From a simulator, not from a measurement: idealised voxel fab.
process module | voxel wiring stack
cross-section cut | 285 nm wide | cells 5 nm
A cross-section is a grid of square cells, given in bands from the top down. A band is one or more rows of cells.
Each band's line starts with the height of the band's top and of its bottom, in nm. Then come its materials from left to right, each with its width in nm. One material with "throughout" fills the band from edge to edge. "air" is empty space.
Height 0 is the level under which the wafer as received is all one material. The lowest band goes on downwards, as in "0 down".
A width such as "30 to 40" changes by the same amount from each row of cells to the next, from the band's top row to its bottom row.
"no change" after a step means that no cell of the cross-section changed.
closed voids: empty space of 8 cells or more with no open way to the top, each as width x height at its distance from the left edge, in nm
after a step's settings: what the simulator itself notes on the step
overlay nm, on a step with a mask: how far to the right of its planned place the mask lay; to the left if negative
plan
1 op RECEIVE | material Si
2 op CONFORMAL_DEP | material SiO2 | thk nm 15
3 op CONFORMAL_DEP | material SiCN | thk nm 5
4 op DIRECTIONAL_DEP | material SiO2 | thk nm 25
5 op PATTERN | tone open | mask id METAL_1 | material resist | width nm 25 | pitch nm 45 | thk nm 20 | overlay nm 0
6 op DIRECTIONAL_ETCH | etch materials SiO2 | depth nm 25
7 op DIRECTIONAL_ETCH | etch materials SiCN | depth nm 5
8 op STRIP | etch materials resist
9 op CONFORMAL_DEP | material TiN | thk nm 5
10 op FILL_DEP | material Cu | thk nm 10
11 op CMP | height nm 45
12 op CONFORMAL_DEP | material SiCN | thk nm 5
13 op DIRECTIONAL_DEP | material lowk | thk nm 35
14 op PATTERN | tone open | mask id METAL_2 | material resist | width nm 25 | pitch nm 45 | thk nm 15 | overlay nm 0
15 op DIRECTIONAL_ETCH | etch materials lowk | depth nm 20
16 op STRIP | etch materials resist
17 op MASKED_ETCH | tone open | mask id METAL_2_HOLES | width nm 15 | etch materials lowk | depth nm 15 | overlay nm 0
18 op MASKED_ETCH | tone open | mask id METAL_2_HOLES | width nm 15 | etch materials SiCN | depth nm 5 | overlay nm 0
19 op CONFORMAL_DEP | material TiN | thk nm 5
20 op FILL_DEP | material Ru | thk nm 10
21 op CMP | height nm 85
22 op CONFORMAL_DEP | material SiN | thk nm 5
as received, after step 1
  0 down: Si throughout
  closed voids: none
a wafer at the end: this start, this plan, one mistake
  90 to 85: SiN throughout
  85 to 70: lowk 105 | TiN 5 | Ru 15 | TiN 5 | lowk 20 | TiN 5 | Ru 15 | TiN 5 | lowk 110
  70 to 65: lowk 105 | TiN 5 | Ru 5 | TiN 15 | lowk 20 | TiN 25 | lowk 110
  65 to 50: lowk 105 | TiN 5 | Ru 5 | TiN 5 | lowk 165
  50 to 45: SiCN 105 | TiN 15 | SiCN 165
  45 to 40: SiCN 105 | TiN 25 | SiCN 20 | TiN 25 | SiCN 110
  40 to 0: SiO2 throughout
  0 down: Si throughout
  closed voids: none
what went wrong: steps 3 and 4 were swapped
